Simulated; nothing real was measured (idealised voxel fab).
Module name: voxel self aligned vias (process module)
For reference, the cross-section in this document is cut, with width 155 nm and square cells of 5 nm.
Cross-section spec: square-cell grid; bands listed top down; each band is one or more rows.
Read a band's entry like this: the first values are the height of its top and the height of its bottom in nm, and what follows is the sequence of materials from left to right, each with its width in nm. Note that "empty" is empty space, and that a single material marked "everywhere" reaches across the band from edge to edge.
Below 0: as-received wafer, all one material; heights counted from there. Lowest band: no bottom, goes on down, written "0 and below".
You'd read "30->40" like this: the band's top row of cells is as wide as the first number, its bottom row is as wide as the second, and going down, every row changes width by the same amount as the row before did.
"no change occurred" (step): cross-section cells unchanged, all of them.
Entry "Sealed cavities" = empty spaces >= 8 cells with no open way to the top; each as width x height at distance, distance from left edge, all nm.
Whatever follows a step's settings on its line is a remark the simulator itself makes about that step.
If you see "overlay nm" on a step's line and that step has a mask, it's telling you how far right of where it was planned the mask ended up; a negative number means it went left instead.

## Process steps - plan
step 1: RECEIVE with material Si
step 2: CONFORMAL_DEP with material SiO2, thk nm 10
step 3: CONFORMAL_DEP with material SiCN, thk nm 5
step 4: DIRECTIONAL_DEP with material lowk, thk nm 25
step 5: DIRECTIONAL_DEP with material aC, thk nm 15
step 6: PATTERN with tone open, mask id LINES, material resist, width nm 20, pitch nm 70, thk nm 35, overlay nm 0
step 7: DIRECTIONAL_ETCH with etch materials aC, depth nm 15
step 8: STRIP with etch materials resist
step 9: DIRECTIONAL_ETCH with etch materials lowk, depth nm 25
step 10: STRIP with etch materials aC
step 11: CONFORMAL_DEP with material TiN, thk nm 5
step 12: FILL_DEP with material Ru, thk nm 5
step 13: CMP with height nm 40
step 14: SELECTIVE_ETCH with etch materials W Ru TiN, depth nm 5
step 15: FILL_DEP with material SiN, thk nm 10
step 16: CMP with height nm 40
step 17: DIRECTIONAL_DEP with material lowk, thk nm 15
step 18: MASKED_ETCH with tone open, mask id VIAS, width nm 40, etch materials lowk, depth nm 15, overlay nm 0
step 19: MASKED_ETCH with tone open, mask id VIAS, width nm 40, etch materials SiN, depth nm 5, overlay nm 0
step 20: CONFORMAL_DEP with material TiN, thk nm 5
step 21: FILL_DEP with material Cu, thk nm 10
step 22: CMP with height nm 55
step 23: CONFORMAL_DEP with material SiN, thk nm 5

## Here's what the wafer looked like in cross-section when it arrived - that's after step 1
	0 and below: Si everywhere
	Sealed cavities: none

## Run as planned - first of the two wafers cross-sectioned at the end of the module
	60 down to 55: SiN everywhere
	55 down to 45: lowk=20; TiN=5; Cu=30; TiN=5; lowk=95
	45 down to 40: lowk=20; TiN=15; Cu=10; TiN=15; lowk=95
	40 down to 35: lowk=30; TiN=20; lowk=50; SiN=20; lowk=35
	35 down to 20: lowk=30; TiN=5; Ru=10; TiN=5; lowk=50; TiN=5; Ru=10; TiN=5; lowk=35
	20 down to 15: lowk=30; TiN=20; lowk=50; TiN=20; lowk=35
	15 down to 10: SiCN everywhere
	10 down to 0: SiO2 everywhere
	0 and below: Si everywhere
	Sealed cavities: none

## So this is wafer number two of the two, cut at the end of the module - it started where the first did and had the same plan, we just got one thing wrong running it
	60 down to 55: SiN everywhere
	55 down to 45: lowk=25; TiN=5; Cu=30; TiN=5; lowk=90
	45 down to 40: lowk=25; TiN=10; Cu=10; TiN=20; lowk=90
	40 down to 35: lowk=30; TiN=20; lowk=50; SiN=20; lowk=35
	35 down to 20: lowk=30; TiN=5; Ru=10; TiN=5; lowk=50; TiN=5; Ru=10; TiN=5; lowk=35
	20 down to 15: lowk=30; TiN=20; lowk=50; TiN=20; lowk=35
	15 down to 10: SiCN everywhere
	10 down to 0: SiO2 everywhere
	0 and below: Si everywhere
	Sealed cavities: none
Deviation noted in wafer processing: so step 18 ended up running with a different setting than we planned, it ran as MASKED_ETCH with tone open, mask id VIAS, width nm 40, etch materials lowk, depth nm 15, overlay nm 5
Heads up: at the end the two wafers have identical cell counts per material, they're just laid out differently.
